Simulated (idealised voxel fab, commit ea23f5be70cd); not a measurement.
This section sets out a process module, namely voxel lift off.
Pictured: cross-section cut, 220 nm wide, on a grid of 5 nm square cells.
Just so we're on the same page, the cross-sections are grids of square cells, and they're listed out in bands top to bottom, each band one or more rows deep. This entry defines a band. It first specifies the height of the band's top and the height of its bottom in nm, and then specifies the band's materials from left to right, stating each material with its width in nm. The word "everywhere" identifies a single material that fills the band from edge to edge, while the word "empty" identifies empty space. Where do heights start? At 0: under that level the wafer as delivered is made of one material only. And the lowest band has no floor; it just carries on downward, as in "0 and below". The expression "30->40" gives the width at the extremes of the band, the first number at its top row of cells and the second at its bottom row, with the width changing by equal amounts from each row to the next in between. Reading "no alterations made" for a step: not a cell of the cross-section changed in it. Closed void roster: empty space of 8 cells or more with no open way to the top, each as width x height at its distance from the left edge, in nm. Past the settings on a step's line: simulator remark, on that step. A step's line can hold "overlay nm"; with a mask on that step, the setting says how far right of the planned place the mask lay, while a negative setting says it lay to the left.

-- plan
1) RECEIVE (material Si)
2) CONFORMAL_DEP (material SiO2; thk nm 10)
3) PATTERN (tone open; mask id LINES; material resist; width nm 20; pitch nm 50; thk nm 25; overlay nm 0)
4) DIRECTIONAL_DEP (material Ru; thk nm 15)
5) STRIP (etch materials resist)
6) CONFORMAL_DEP (material SiO2; thk nm 5)
Wafer-to-wafer difference: width nm, step 3. Common start. Plan = first wafer's value.

-- As-received cross-section, first of several wafers, post step 1
  0 and below = Si everywhere
  Closed void roster: none

-- The following table contains a row per wafer, in which are reported, at the conclusion of the module, the cells of each material gained (+) or lost (-) since the wafer's receipt, with its closed voids given thereafter
width nm 20; +24 Ru; +144 SiO2; Closed void roster: none
width nm 25; +30 Ru; +144 SiO2; Closed void roster: none
width nm 30; +36 Ru; +144 SiO2; Closed void roster: none
width nm 35; +42 Ru; +144 SiO2; Closed void roster: none
